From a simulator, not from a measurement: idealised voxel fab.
Proc. module: voxel wiring stack
This is section cut - it's 240 nm across, gridded in 5 nm square cells.
Square cells in a grid make up a cross-section in this document, and the grid is given as bands, listed from the top down, each one or more rows of cells. Heights first: top, then bottom, in nm. Then materials, left to right, each with a width in nm. "edge to edge" on a single material: fills the band edge to edge. "blank": empty space. Convention: height 0 is the level below which the wafer, as received, is all one material. The lowest band does not terminate at the bottom but continues downward, represented as "0..down". So if you see something like "30->40" for the width, read it as the top row of the band sitting at the first number and the bottom row at the second, with every row in between moving by the same amount as the last. "no modification" after a step means that no cell of the cross-section changed. Reported under the label "Closed-off voids" are the empty spaces having no open way to the top and comprising 8 cells or more; the notation for each is width x height at distance, in which the distance is measured from the left edge and all three values are in nm. It should be noted that, on the line of a given step, the content following the step's settings is a remark produced by the simulator itself with respect to that step. On any step carrying a mask, the "overlay nm" setting, if present on the step's line, tells how far right of its planned place the mask lay; negative values point to the left. Each of the pairs that make up the rest of this document says: here is the cross-section before one process step, here is the cross-section after it, drawn only down to the lowest band that changed, and here, under the pair, is the step lying between them with its settings. Different pairs may come from different runs of this module on the same starting wafer, so a pair continues from the pair above it only where its entry headed "Ex-ante state" says so.
Ex-ante state:
- 140..135 = SiCN edge to edge
- 135..110 = SiO2 edge to edge
- 110..95 = SiO2: 60, TiN: 5, Ru: 15, TiN: 5, SiO2: 20, TiN: 5, Ru: 15, TiN: 5, SiO2: 20, TiN: 5, Ru: 15, TiN: 5, SiO2: 65
- 95..90 = SiO2: 60, TiN: 5, Ru: 5, TiN: 15, SiO2: 20, TiN: 25, SiO2: 20, TiN: 5, Ru: 5, TiN: 15, SiO2: 65
- 90..75 = SiO2: 60, TiN: 5, Ru: 5, TiN: 5, SiO2: 75, TiN: 5, Ru: 5, TiN: 5, SiO2: 75
- 75..70 = SiCN: 60, TiN: 15, SiCN: 75, TiN: 15, SiCN: 75
- 70..60 = SiO2: 60, TiN: 5, Cu: 15, TiN: 5, SiO2: 20, TiN: 5, Cu: 15, TiN: 5, SiO2: 20, TiN: 5, Cu: 15, TiN: 5, SiO2: 65
- 60..55 = SiO2: 60, TiN: 5, Cu: 5, TiN: 15, SiO2: 20, TiN: 25, SiO2: 20, TiN: 5, Cu: 5, TiN: 15, SiO2: 65
- 55..45 = SiO2: 60, TiN: 5, Cu: 5, TiN: 5, SiO2: 75, TiN: 5, Cu: 5, TiN: 5, SiO2: 75
- 45..40 = SiCN: 60, TiN: 15, SiCN: 75, TiN: 15, SiCN: 75
- 40..20 = SiO2: 60, W: 25, SiO2: 20, W: 25, SiO2: 20, W: 25, SiO2: 65
- 20..15 = SiO2: 60, TiN: 25, SiO2: 20, TiN: 25, SiO2: 20, TiN: 25, SiO2: 65
- 15..0 = SiO2 edge to edge
- 0..down = Si edge to edge
- Closed-off voids: none
Cut View, Post-Step:
- 155..140 = aC edge to edge
- below 140: unchanged
- Closed-off voids: none
In between the cross-sections above, the run called for DIRECTIONAL_DEP,material aC,thk nm 15
Ex-ante state: the wafer arrives at this step looking as the after cross-section in the pair just above shows it.
Cut View, Post-Step:
- 185..155 = resist: 60, blank: 25, resist: 20, blank: 25, resist: 20, blank: 25, resist: 65
- below 155: unchanged
- Closed-off voids: none
In between the cross-sections above, the run called for PATTERN,tone open,mask id METAL_4,material resist,width nm 25,pitch nm 45,thk nm 30,overlay nm 0
Ex-ante state: the wafer arrives at this step looking as the after cross-section in the pair just above shows it.
Cut View, Post-Step:
- 170..155 = resist: 60, blank: 25, resist: 20, blank: 25, resist: 20, blank: 25, resist: 65
- 155..140 = aC: 60, blank: 25, aC: 20, blank: 25, aC: 20, blank: 25, aC: 65
- below 140: unchanged
- Closed-off voids: none
In between the cross-sections above, the run called for DIRECTIONAL_ETCH,etch materials aC,depth nm 15
Ex-ante state: the wafer arrives at this step looking as the after cross-section in the pair just above shows it.
Cut View, Post-Step:
- 155..140 = aC: 60, blank: 25, aC: 20, blank: 25, aC: 20, blank: 25, aC: 65
- below 140: unchanged
- Closed-off voids: none
In between the cross-sections above, the run called for STRIP,etch materials resist
Ex-ante state: the wafer arrives at this step looking as the after cross-section in the pair just above shows it.
Cut View, Post-Step:
- 140..135 = SiCN edge to edge
- below 135: unchanged
- Closed-off voids: none
In between the cross-sections above, the run called for STRIP,etch materials aC
Ex-ante state: the wafer arrives at this step looking as the after cross-section in the pair just above shows it.
Cut View, Post-Step:
- 160..140 = resist: 60, blank: 15, resist: 75, blank: 15, resist: 75
- below 140: unchanged
- Closed-off voids: none
In between the cross-sections above, the run called for PATTERN,tone open,mask id METAL_4_HOLES,material resist,width nm 15,pitch nm 90,thk nm 20,overlay nm 0
Ex-ante state: the wafer arrives at this step looking as the after cross-section in the pair just above shows it.
Cut View, Post-Step:
- 160..140 = resist: 60, blank: 15, resist: 75, blank: 15, resist: 75
- 140..135 = SiCN: 60, blank: 15, SiCN: 75, blank: 15, SiCN: 75
- below 135: unchanged
- Closed-off voids: none
In between the cross-sections above, the run called for DIRECTIONAL_ETCH,etch materials SiCN,depth nm 5
Ex-ante state: the wafer arrives at this step looking as the after cross-section in the pair just above shows it.
Cut View, Post-Step:
- 140..135 = SiCN: 60, blank: 15, SiCN: 75, blank: 15, SiCN: 75
- below 135: unchanged
- Closed-off voids: none
In between the cross-sections above, the run called for STRIP,etch materials resist
Ex-ante state: the wafer arrives at this step looking as the after cross-section in the pair just above shows it.
Cut View, Post-Step:
- 145..140 = TiN: 65, blank: 5, TiN: 85, blank: 5, TiN: 80
- 140..135 = SiCN: 60, TiN: 15, SiCN: 75, TiN: 15, SiCN: 75
- below 135: unchanged
- Closed-off voids: none
In between the cross-sections above, the run called for CONFORMAL_DEP,material TiN,thk nm 5
Ex-ante state: the wafer arrives at this step looking as the after cross-section in the pair just above shows it.
Cut View, Post-Step:
- 155..145 = Cu edge to edge
- 145..140 = TiN: 65, Cu: 5, TiN: 85, Cu: 5, TiN: 80
- below 140: unchanged
- Closed-off voids: none
In between the cross-sections above, the run called for FILL_DEP,material Cu,thk nm 10
Ex-ante state: the wafer arrives at this step looking as the after cross-section in the pair just above shows it.
Cut View, Post-Step:
- 140..135 = SiCN: 60, TiN: 15, SiCN: 75, TiN: 15, SiCN: 75
- below 135: unchanged
- Closed-off voids: none
In between the cross-sections above, the run called for CMP,height nm 140
Ex-ante state: the wafer arrives at this step looking as the after cross-section in the pair just above shows it.
Cut View, Post-Step:
- 145..140 = SiN edge to edge
- below 140: unchanged
- Closed-off voids: none
In between the cross-sections above, the run called for CONFORMAL_DEP,material SiN,thk nm 5
Ex-ante state:
- 50..40 = SiO2 edge to edge
- 40..20 = SiO2: 60, W: 25, SiO2: 20, W: 25, SiO2: 20, W: 25, SiO2: 65
- 20..15 = SiO2: 60, TiN: 25, SiO2: 20, TiN: 25, SiO2: 20, TiN: 25, SiO2: 65
- 15..0 = SiO2 edge to edge
- 0..down = Si edge to edge
- Closed-off voids: none
Cut View, Post-Step:
- 45..40 = SiO2 edge to edge
- below 40: unchanged
- Closed-off voids: none
In between the cross-sections above, the run called for CMP,height nm 45
Ex-ante state: the wafer arrives at this step looking as the after cross-section in the pair just above shows it.
Cut View, Post-Step:
- 50..45 = SiCN edge to edge
- below 45: unchanged
- Closed-off voids: none
In between the cross-sections above, the run called for CONFORMAL_DEP,material SiCN,thk nm 5
Ex-ante state: the wafer arrives at this step looking as the after cross-section in the pair just above shows it.
Cut View, Post-Step:
- 75..50 = SiO2 edge to edge
- below 50: unchanged
- Closed-off voids: none
In between the cross-sections above, the run called for DIRECTIONAL_DEP,material SiO2,thk nm 25
Ex-ante state: the wafer arrives at this step looking as the after cross-section in the pair just above shows it.
Cut View, Post-Step:
- 75..50 = SiO2: 60, blank: 15, SiO2: 75, blank: 15, SiO2: 75
- below 50: unchanged
- Closed-off voids: none
In between the cross-sections above, the run called for MASKED_ETCH,tone open,mask id METAL_2_HOLES,width nm 15,pitch nm 90,etch materials SiO2,depth nm 25,overlay nm 0
Ex-ante state: the wafer arrives at this step looking as the after cross-section in the pair just above shows it.
Cut View, Post-Step:
- 90..75 = resist: 60, blank: 25, resist: 20, blank: 25, resist: 20, blank: 25, resist: 65
- below 75: unchanged
- Closed-off voids: none
In between the cross-sections above, the run called for PATTERN,tone open,mask id METAL_2,material resist,width nm 25,pitch nm 45,thk nm 15,overlay nm 0
Ex-ante state: the wafer arrives at this step looking as the after cross-section in the pair just above shows it.
Cut View, Post-Step:
- 90..75 = resist: 60, blank: 25, resist: 20, blank: 25, resist: 20, blank: 25, resist: 65
- 75..60 = SiO2: 60, blank: 25, SiO2: 20, blank: 25, SiO2: 20, blank: 25, SiO2: 65
- below 60: unchanged
- Closed-off voids: none
In between the cross-sections above, the run called for DIRECTIONAL_ETCH,etch materials SiO2,depth nm 15
Ex-ante state: the wafer arrives at this step looking as the after cross-section in the pair just above shows it.
Cut View, Post-Step:
- 90..75 = resist: 60, blank: 25, resist: 20, blank: 25, resist: 20, blank: 25, resist: 65
- 75..60 = SiO2: 60, blank: 25, SiO2: 20, blank: 25, SiO2: 20, blank: 25, SiO2: 65
- 60..50 = SiO2: 60, blank: 15, SiO2: 75, blank: 15, SiO2: 75
- 50..45 = SiCN: 60, blank: 15, SiCN: 75, blank: 15, SiCN: 75
- below 45: unchanged
- Closed-off voids: none
In between the cross-sections above, the run called for DIRECTIONAL_ETCH,etch materials SiCN,depth nm 5
Ex-ante state: the wafer arrives at this step looking as the after cross-section in the pair just above shows it.
Cut View, Post-Step:
- 75..60 = SiO2: 60, blank: 25, SiO2: 20, blank: 25, SiO2: 20, blank: 25, SiO2: 65
- below 60: unchanged
- Closed-off voids: none
In between the cross-sections above, the run called for STRIP,etch materials resist
Ex-ante state: the wafer arrives at this step looking as the after cross-section in the pair just above shows it.
Cut View, Post-Step:
- 80..75 = TiN: 65, blank: 15, TiN: 30, blank: 15, TiN: 30, blank: 15, TiN: 70
- 75..65 = SiO2: 60, TiN: 5, blank: 15, TiN: 5, SiO2: 20, TiN: 5, blank: 15, TiN: 5, SiO2: 20, TiN: 5, blank: 15, TiN: 5, SiO2: 65
- 65..60 = SiO2: 60, TiN: 5, blank: 5, TiN: 15, SiO2: 20, TiN: 25, SiO2: 20, TiN: 5, blank: 5, TiN: 15, SiO2: 65
- 60..50 = SiO2: 60, TiN: 5, blank: 5, TiN: 5, SiO2: 75, TiN: 5, blank: 5, TiN: 5, SiO2: 75
- 50..45 = SiCN: 60, TiN: 15, SiCN: 75, TiN: 15, SiCN: 75
- below 45: unchanged
- Closed-off voids: none
In between the cross-sections above, the run called for CONFORMAL_DEP,material TiN,thk nm 5
Ex-ante state: the wafer arrives at this step looking as the after cross-section in the pair just above shows it.
Cut View, Post-Step:
- 90..80 = Cu edge to edge
- 80..75 = TiN: 65, Cu: 15, TiN: 30, Cu: 15, TiN: 30, Cu: 15, TiN: 70
- 75..65 = SiO2: 60, TiN: 5, Cu: 15, TiN: 5, SiO2: 20, TiN: 5, Cu: 15, TiN: 5, SiO2: 20, TiN: 5, Cu: 15, TiN: 5, SiO2: 65
- 65..60 = SiO2: 60, TiN: 5, Cu: 5, TiN: 15, SiO2: 20, TiN: 25, SiO2: 20, TiN: 5, Cu: 5, TiN: 15, SiO2: 65
- 60..50 = SiO2: 60, TiN: 5, Cu: 5, TiN: 5, SiO2: 75, TiN: 5, Cu: 5, TiN: 5, SiO2: 75
- below 50: unchanged
- Closed-off voids: none
In between the cross-sections above, the run called for FILL_DEP,material Cu,thk nm 10
Ex-ante state: the wafer arrives at this step looking as the after cross-section in the pair just above shows it.
Cut View, Post-Step:
- 70..65 = SiO2: 60, TiN: 5, Cu: 15, TiN: 5, SiO2: 20, TiN: 5, Cu: 15, TiN: 5, SiO2: 20, TiN: 5, Cu: 15, TiN: 5, SiO2: 65
- below 65: unchanged
- Closed-off voids: none
In between the cross-sections above, the run called for CMP,height nm 70
Ex-ante state: the wafer arrives at this step looking as the after cross-section in the pair just above shows it.
Cut View, Post-Step:
- 75..70 = SiCN edge to edge
- below 70: unchanged
- Closed-off voids: none
In between the cross-sections above, the run called for CONFORMAL_DEP,material SiCN,thk nm 5
Ex-ante state: the wafer arrives at this step looking as the after cross-section in the pair just above shows it.
Cut View, Post-Step:
- 110..75 = SiO2 edge to edge
- below 75: unchanged
- Closed-off voids: none
In between the cross-sections above, the run called for DIRECTIONAL_DEP,material SiO2,thk nm 35
Ex-ante state: the wafer arrives at this step looking as the after cross-section in the pair just above shows it.
Cut View, Post-Step:
- 125..110 = aC edge to edge
- below 110: unchanged
- Closed-off voids: none
In between the cross-sections above, the run called for DIRECTIONAL_DEP,material aC,thk nm 15
Ex-ante state: the wafer arrives at this step looking as the after cross-section in the pair just above shows it.
Cut View, Post-Step:
- 160..125 = resist: 60, blank: 25, resist: 20, blank: 25, resist: 20, blank: 25, resist: 65
- below 125: unchanged
- Closed-off voids: none
In between the cross-sections above, the run called for PATTERN,tone open,mask id METAL_3,material resist,width nm 25,pitch nm 45,thk nm 35,overlay nm 0
Ex-ante state: the wafer arrives at this step looking as the after cross-section in the pair just above shows it.
Cut View, Post-Step:
- 145..125 = resist: 60, blank: 25, resist: 20, blank: 25, resist: 20, blank: 25, resist: 65
- 125..110 = aC: 60, blank: 25, aC: 20, blank: 25, aC: 20, blank: 25, aC: 65
- below 110: unchanged
- Closed-off voids: none
In between the cross-sections above, the run called for DIRECTIONAL_ETCH,etch materials aC,depth nm 15
Ex-ante state: the wafer arrives at this step looking as the after cross-section in the pair just above shows it.
Cut View, Post-Step:
- 125..110 = aC: 60, blank: 25, aC: 20, blank: 25, aC: 20, blank: 25, aC: 65
- below 110: unchanged
- Closed-off voids: none
In between the cross-sections above, the run called for STRIP,etch materials resist
Ex-ante state: the wafer arrives at this step looking as the after cross-section in the pair just above shows it.
Cut View, Post-Step:
- 125..110 = aC: 60, blank: 25, aC: 20, blank: 25, aC: 20, blank: 25, aC: 65
- 110..90 = SiO2: 60, blank: 25, SiO2: 20, blank: 25, SiO2: 20, blank: 25, SiO2: 65
- below 90: unchanged
- Closed-off voids: none
In between the cross-sections above, the run called for DIRECTIONAL_ETCH,etch materials SiO2,depth nm 20
Ex-ante state: the wafer arrives at this step looking as the after cross-section in the pair just above shows it.
Cut View, Post-Step:
- 110..90 = SiO2: 60, blank: 25, SiO2: 20, blank: 25, SiO2: 20, blank: 25, SiO2: 65
- below 90: unchanged
- Closed-off voids: none
In between the cross-sections above, the run called for STRIP,etch materials aC
Ex-ante state: the wafer arrives at this step looking as the after cross-section in the pair just above shows it.
Cut View, Post-Step:
- 130..110 = resist: 60, blank: 15, resist: 75, blank: 15, resist: 75
- 110..90 = SiO2: 60, blank: 15, resist: 10, SiO2: 20, resist: 25, SiO2: 20, blank: 15, resist: 10, SiO2: 65
- below 90: unchanged
- Closed-off voids: none
In between the cross-sections above, the run called for PATTERN,tone open,mask id METAL_3_HOLES,material resist,width nm 15,pitch nm 90,thk nm 20,overlay nm 0
Ex-ante state: the wafer arrives at this step looking as the after cross-section in the pair just above shows it.
Cut View, Post-Step:
- 130..110 = resist: 60, blank: 15, resist: 75, blank: 15, resist: 75
- 110..90 = SiO2: 60, blank: 15, resist: 10, SiO2: 20, resist: 25, SiO2: 20, blank: 15, resist: 10, SiO2: 65
- 90..75 = SiO2: 60, blank: 15, SiO2: 75, blank: 15, SiO2: 75
- below 75: unchanged
- Closed-off voids: none
In between the cross-sections above, the run called for DIRECTIONAL_ETCH,etch materials SiO2,depth nm 15
Ex-ante state: the wafer arrives at this step looking as the after cross-section in the pair just above shows it.
Cut View, Post-Step:
- 130..110 = resist: 60, blank: 15, resist: 75, blank: 15, resist: 75
- 110..90 = SiO2: 60, blank: 15, resist: 10, SiO2: 20, resist: 25, SiO2: 20, blank: 15, resist: 10, SiO2: 65
- 90..75 = SiO2: 60, blank: 15, SiO2: 75, blank: 15, SiO2: 75
- 75..70 = SiCN: 60, blank: 15, SiCN: 75, blank: 15, SiCN: 75
- below 70: unchanged
- Closed-off voids: none
In between the cross-sections above, the run called for DIRECTIONAL_ETCH,etch materials SiCN,depth nm 5
Ex-ante state: the wafer arrives at this step looking as the after cross-section in the pair just above shows it.
Cut View, Post-Step:
- 110..90 = SiO2: 60, blank: 25, SiO2: 20, blank: 25, SiO2: 20, blank: 25, SiO2: 65
- below 90: unchanged
- Closed-off voids: none
In between the cross-sections above, the run called for STRIP,etch materials resist
Ex-ante state: the wafer arrives at this step looking as the after cross-section in the pair just above shows it.
Cut View, Post-Step:
- 115..110 = TiN: 65, blank: 15, TiN: 30, blank: 15, TiN: 30, blank: 15, TiN: 70
- 110..95 = SiO2: 60, TiN: 5, blank: 15, TiN: 5, SiO2: 20, TiN: 5, blank: 15, TiN: 5, SiO2: 20, TiN: 5, blank: 15, TiN: 5, SiO2: 65
- 95..90 = SiO2: 60, TiN: 5, blank: 5, TiN: 15, SiO2: 20, TiN: 25, SiO2: 20, TiN: 5, blank: 5, TiN: 15, SiO2: 65
- 90..75 = SiO2: 60, TiN: 5, blank: 5, TiN: 5, SiO2: 75, TiN: 5, blank: 5, TiN: 5, SiO2: 75
- 75..70 = SiCN: 60, TiN: 15, SiCN: 75, TiN: 15, SiCN: 75
- below 70: unchanged
- Closed-off voids: none
In between the cross-sections above, the run called for CONFORMAL_DEP,material TiN,thk nm 5
Ex-ante state: the wafer arrives at this step looking as the after cross-section in the pair just above shows it.
Cut View, Post-Step:
- 125..115 = Ru edge to edge
- 115..110 = TiN: 65, Ru: 15, TiN: 30, Ru: 15, TiN: 30, Ru: 15, TiN: 70
- 110..95 = SiO2: 60, TiN: 5, Ru: 15, TiN: 5, SiO2: 20, TiN: 5, Ru: 15, TiN: 5, SiO2: 20, TiN: 5, Ru: 15, TiN: 5, SiO2: 65
- 95..90 = SiO2: 60, TiN: 5, Ru: 5, TiN: 15, SiO2: 20, TiN: 25, SiO2: 20, TiN: 5, Ru: 5, TiN: 15, SiO2: 65
- 90..75 = SiO2: 60, TiN: 5, Ru: 5, TiN: 5, SiO2: 75, TiN: 5, Ru: 5, TiN: 5, SiO2: 75
- below 75: unchanged
- Closed-off voids: none
In between the cross-sections above, the run called for FILL_DEP,material Ru,thk nm 10
Ex-ante state: the wafer arrives at this step looking as the after cross-section in the pair just above shows it.
Cut View, Post-Step:
- 110..95 = SiO2: 60, TiN: 5, Ru: 15, TiN: 5, SiO2: 20, TiN: 5, Ru: 15, TiN: 5, SiO2: 20, TiN: 5, Ru: 15, TiN: 5, SiO2: 65
- below 95: unchanged
- Closed-off voids: none
In between the cross-sections above, the run called for CMP,height nm 110
Ex-ante state: the wafer arrives at this step looking as the after cross-section in the pair just above shows it.
Cut View, Post-Step:
- 115..110 = SiCN edge to edge
- below 110: unchanged
- Closed-off voids: none
In between the cross-sections above, the run called for CONFORMAL_DEP,material SiCN,thk nm 5
Ex-ante state: the wafer arrives at this step looking as the after cross-section in the pair just above shows it.
Cut View, Post-Step:
- 140..115 = SiO2 edge to edge
- below 115: unchanged
- Closed-off voids: none
In between the cross-sections above, the run called for DIRECTIONAL_DEP,material SiO2,thk nm 25
Ex-ante state: the wafer arrives at this step looking as the after cross-section in the pair just above shows it.
Cut View, Post-Step:
- 155..140 = aC edge to edge
- below 140: unchanged
- Closed-off voids: none
In between the cross-sections above, the run called for DIRECTIONAL_DEP,material aC,thk nm 15
Ex-ante state: the wafer arrives at this step looking as the after cross-section in the pair just above shows it.
Cut View, Post-Step:
- 185..155 = resist: 60, blank: 25, resist: 20, blank: 25, resist: 20, blank: 25, resist: 65
- below 155: unchanged
- Closed-off voids: none
In between the cross-sections above, the run called for PATTERN,tone open,mask id METAL_4,material resist,width nm 25,pitch nm 45,thk nm 30,overlay nm 0
Ex-ante state: the wafer arrives at this step looking as the after cross-section in the pair just above shows it.
Cut View, Post-Step:
- 170..155 = resist: 60, blank: 25, resist: 20, blank: 25, resist: 20, blank: 25, resist: 65
- 155..140 = aC: 60, blank: 25, aC: 20, blank: 25, aC: 20, blank: 25, aC: 65
- below 140: unchanged
- Closed-off voids: none
In between the cross-sections above, the run called for DIRECTIONAL_ETCH,etch materials aC,depth nm 15
Ex-ante state: the wafer arrives at this step looking as the after cross-section in the pair just above shows it.
Cut View, Post-Step:
- 155..140 = aC: 60, blank: 25, aC: 20, blank: 25, aC: 20, blank: 25, aC: 65
- below 140: unchanged
- Closed-off voids: none
In between the cross-sections above, the run called for STRIP,etch materials resist
Ex-ante state: the wafer arrives at this step looking as the after cross-section in the pair just above shows it.
Cut View, Post-Step:
- 155..140 = aC: 60, blank: 25, aC: 20, blank: 25, aC: 20, blank: 25, aC: 65
- 140..125 = SiO2: 60, blank: 25, SiO2: 20, blank: 25, SiO2: 20, blank: 25, SiO2: 65
- below 125: unchanged
- Closed-off voids: none
In between the cross-sections above, the run called for DIRECTIONAL_ETCH,etch materials SiO2,depth nm 15
Ex-ante state: the wafer arrives at this step looking as the after cross-section in the pair just above shows it.
Cut View, Post-Step:
- 140..125 = SiO2: 60, blank: 25, SiO2: 20, blank: 25, SiO2: 20, blank: 25, SiO2: 65
- below 125: unchanged
- Closed-off voids: none
In between the cross-sections above, the run called for STRIP,etch materials aC
Ex-ante state: the wafer arrives at this step looking as the after cross-section in the pair just above shows it.
Cut View, Post-Step:
- 160..140 = resist: 60, blank: 15, resist: 75, blank: 15, resist: 75
- 140..125 = SiO2: 60, blank: 15, resist: 10, SiO2: 20, resist: 25, SiO2: 20, blank: 15, resist: 10, SiO2: 65
- below 125: unchanged
- Closed-off voids: none
In between the cross-sections above, the run called for PATTERN,tone open,mask id METAL_4_HOLES,material resist,width nm 15,pitch nm 90,thk nm 20,overlay nm 0
Ex-ante state: the wafer arrives at this step looking as the after cross-section in the pair just above shows it.
Cut View, Post-Step:
- 160..140 = resist: 60, blank: 15, resist: 75, blank: 15, resist: 75
- 140..125 = SiO2: 60, blank: 15, resist: 10, SiO2: 20, resist: 25, SiO2: 20, blank: 15, resist: 10, SiO2: 65
- 125..115 = SiO2: 60, blank: 15, SiO2: 75, blank: 15, SiO2: 75
- below 115: unchanged
- Closed-off voids: none
In between the cross-sections above, the run called for DIRECTIONAL_ETCH,etch materials SiO2,depth nm 10
Ex-ante state: the wafer arrives at this step looking as the after cross-section in the pair just above shows it.
Cut View, Post-Step:
- 160..140 = resist: 60, blank: 15, resist: 75, blank: 15, resist: 75
- 140..125 = SiO2: 60, blank: 15, resist: 10, SiO2: 20, resist: 25, SiO2: 20, blank: 15, resist: 10, SiO2: 65
- 125..115 = SiO2: 60, blank: 15, SiO2: 75, blank: 15, SiO2: 75
- 115..110 = SiCN: 60, blank: 15, SiCN: 75, blank: 15, SiCN: 75
- below 110: unchanged
- Closed-off voids: none
In between the cross-sections above, the run called for DIRECTIONAL_ETCH,etch materials SiCN,depth nm 5
Ex-ante state: the wafer arrives at this step looking as the after cross-section in the pair just above shows it.
Cut View, Post-Step:
- 140..125 = SiO2: 60, blank: 25, SiO2: 20, blank: 25, SiO2: 20, blank: 25, SiO2: 65
- below 125: unchanged
- Closed-off voids: none
In between the cross-sections above, the run called for STRIP,etch materials resist
Ex-ante state: the wafer arrives at this step looking as the after cross-section in the pair just above shows it.
Cut View, Post-Step:
- 145..140 = TiN: 65, blank: 15, TiN: 30, blank: 15, TiN: 30, blank: 15, TiN: 70
- 140..130 = SiO2: 60, TiN: 5, blank: 15, TiN: 5, SiO2: 20, TiN: 5, blank: 15, TiN: 5, SiO2: 20, TiN: 5, blank: 15, TiN: 5, SiO2: 65
- 130..125 = SiO2: 60, TiN: 5, blank: 5, TiN: 15, SiO2: 20, TiN: 25, SiO2: 20, TiN: 5, blank: 5, TiN: 15, SiO2: 65
- 125..115 = SiO2: 60, TiN: 5, blank: 5, TiN: 5, SiO2: 75, TiN: 5, blank: 5, TiN: 5, SiO2: 75
- 115..110 = SiCN: 60, TiN: 15, SiCN: 75, TiN: 15, SiCN: 75
- below 110: unchanged
- Closed-off voids: none
In between the cross-sections above, the run called for CONFORMAL_DEP,material TiN,thk nm 5
Ex-ante state: the wafer arrives at this step looking as the after cross-section in the pair just above shows it.
Cut View, Post-Step:
- 155..145 = Cu edge to edge
- 145..140 = TiN: 65, Cu: 15, TiN: 30, Cu: 15, TiN: 30, Cu: 15, TiN: 70
- 140..130 = SiO2: 60, TiN: 5, Cu: 15, TiN: 5, SiO2: 20, TiN: 5, Cu: 15, TiN: 5, SiO2: 20, TiN: 5, Cu: 15, TiN: 5, SiO2: 65
- 130..125 = SiO2: 60, TiN: 5, Cu: 5, TiN: 15, SiO2: 20, TiN: 25, SiO2: 20, TiN: 5, Cu: 5, TiN: 15, SiO2: 65
- 125..115 = SiO2: 60, TiN: 5, Cu: 5, TiN: 5, SiO2: 75, TiN: 5, Cu: 5, TiN: 5, SiO2: 75
- below 115: unchanged
- Closed-off voids: none
In between the cross-sections above, the run called for FILL_DEP,material Cu,thk nm 10
Ex-ante state: the wafer arrives at this step looking as the after cross-section in the pair just above shows it.
Cut View, Post-Step:
- 140..130 = SiO2: 60, TiN: 5, Cu: 15, TiN: 5, SiO2: 20, TiN: 5, Cu: 15, TiN: 5, SiO2: 20, TiN: 5, Cu: 15, TiN: 5, SiO2: 65
- below 130: unchanged
- Closed-off voids: none
In between the cross-sections above, the run called for CMP,height nm 140
Ex-ante state: the wafer arrives at this step looking as the after cross-section in the pair just above shows it.
Cut View, Post-Step:
- 145..140 = SiN edge to edge
- below 140: unchanged
- Closed-off voids: none
In between the cross-sections above, the run called for CONFORMAL_DEP,material SiN,thk nm 5
Ex-ante state:
- 40..20 = W edge to edge
- 20..15 = TiN edge to edge
- 15..0 = SiO2 edge to edge
- 0..down = Si edge to edge
- Closed-off voids: none
Cut View, Post-Step:
- 55..40 = blank: 60, resist: 30, blank: 15, resist: 30, blank: 15, resist: 30, blank: 60
- below 40: unchanged
- Closed-off voids: none
In between the cross-sections above, the run called for PATTERN,tone cover,mask id METAL_1,material resist,width nm 30,pitch nm 45,thk nm 15,overlay nm 0
Ex-ante state: the wafer arrives at this step looking as the after cross-section in the pair just above shows it.
Cut View, Post-Step:
- 55..40 = blank: 60, resist: 30, blank: 15, resist: 30, blank: 15, resist: 30, blank: 60
- 40..20 = blank: 60, W: 30, blank: 15, W: 30, blank: 15, W: 30, blank: 60
- below 20: unchanged
- Closed-off voids: none
In between the cross-sections above, the run called for DIRECTIONAL_ETCH,etch materials W,depth nm 20
Ex-ante state: the wafer arrives at this step looking as the after cross-section in the pair just above shows it.
Cut View, Post-Step:
- 55..40 = blank: 60, resist: 30, blank: 15, resist: 30, blank: 15, resist: 30, blank: 60
- 40..20 = blank: 60, W: 30, blank: 15, W: 30, blank: 15, W: 30, blank: 60
- 20..15 = blank: 60, TiN: 30, blank: 15, TiN: 30, blank: 15, TiN: 30, blank: 60
- below 15: unchanged
- Closed-off voids: none
In between the cross-sections above, the run called for DIRECTIONAL_ETCH,etch materials TiN,depth nm 5
Ex-ante state: the wafer arrives at this step looking as the after cross-section in the pair just above shows it.
Cut View, Post-Step:
- 40..20 = blank: 60, W: 30, blank: 15, W: 30, blank: 15, W: 30, blank: 60
- below 20: unchanged
- Closed-off voids: none
In between the cross-sections above, the run called for STRIP,etch materials resist
Ex-ante state: the wafer arrives at this step looking as the after cross-section in the pair just above shows it.
Cut View, Post-Step:
- 50..40 = SiO2 edge to edge
- 40..20 = SiO2: 60, W: 30, SiO2: 15, W: 30, SiO2: 15, W: 30, SiO2: 60
- 20..15 = SiO2: 60, TiN: 30, SiO2: 15, TiN: 30, SiO2: 15, TiN: 30, SiO2: 60
- below 15: unchanged
- Closed-off voids: none
In between the cross-sections above, the run called for FILL_DEP,material SiO2,thk nm 10
Ex-ante state: the wafer arrives at this step looking as the after cross-section in the pair just above shows it.
Cut View, Post-Step:
- 40..20 = SiO2: 60, W: 30, SiO2: 15, W: 30, SiO2: 15, W: 30, SiO2: 60
- below 20: unchanged
- Closed-off voids: none
In between the cross-sections above, the run called for CMP,height nm 40
Ex-ante state: the wafer arrives at this step looking as the after cross-section in the pair just above shows it.
Cut View, Post-Step:
- 45..40 = SiCN edge to edge
- below 40: unchanged
- Closed-off voids: none
In between the cross-sections above, the run called for CONFORMAL_DEP,material SiCN,thk nm 5
Ex-ante state: the wafer arrives at this step looking as the after cross-section in the pair just above shows it.
Cut View, Post-Step:
- 70..45 = SiO2 edge to edge
- below 45: unchanged
- Closed-off voids: none
In between the cross-sections above, the run called for DIRECTIONAL_DEP,material SiO2,thk nm 25
Ex-ante state: the wafer arrives at this step looking as the after cross-section in the pair just above shows it.
Cut View, Post-Step:
- 70..45 = SiO2: 60, blank: 15, SiO2: 75, blank: 15, SiO2: 75
- below 45: unchanged
- Closed-off voids: none
In between the cross-sections above, the run called for MASKED_ETCH,tone open,mask id METAL_2_HOLES,width nm 15,pitch nm 90,etch materials SiO2,depth nm 25,overlay nm 0
Ex-ante state: the wafer arrives at this step looking as the after cross-section in the pair just above shows it.
Cut View, Post-Step:
- 85..70 = resist: 60, blank: 25, resist: 20, blank: 25, resist: 20, blank: 25, resist: 65
- below 70: unchanged
- Closed-off voids: none
In between the cross-sections above, the run called for PATTERN,tone open,mask id METAL_2,material resist,width nm 25,pitch nm 45,thk nm 15,overlay nm 0
Ex-ante state: the wafer arrives at this step looking as the after cross-section in the pair just above shows it.
Cut View, Post-Step:
- 85..70 = resist: 60, blank: 25, resist: 20, blank: 25, resist: 20, blank: 25, resist: 65
- 70..55 = SiO2: 60, blank: 25, SiO2: 20, blank: 25, SiO2: 20, blank: 25, SiO2: 65
- below 55: unchanged
- Closed-off voids: none
In between the cross-sections above, the run called for DIRECTIONAL_ETCH,etch materials SiO2,depth nm 15
Ex-ante state: the wafer arrives at this step looking as the after cross-section in the pair just above shows it.
Cut View, Post-Step:
- 85..70 = resist: 60, blank: 25, resist: 20, blank: 25, resist: 20, blank: 25, resist: 65
- 70..55 = SiO2: 60, blank: 25, SiO2: 20, blank: 25, SiO2: 20, blank: 25, SiO2: 65
- 55..45 = SiO2: 60, blank: 15, SiO2: 75, blank: 15, SiO2: 75
- 45..40 = SiCN: 60, blank: 15, SiCN: 75, blank: 15, SiCN: 75
- below 40: unchanged
- Closed-off voids: none
In between the cross-sections above, the run called for DIRECTIONAL_ETCH,etch materials SiCN,depth nm 5
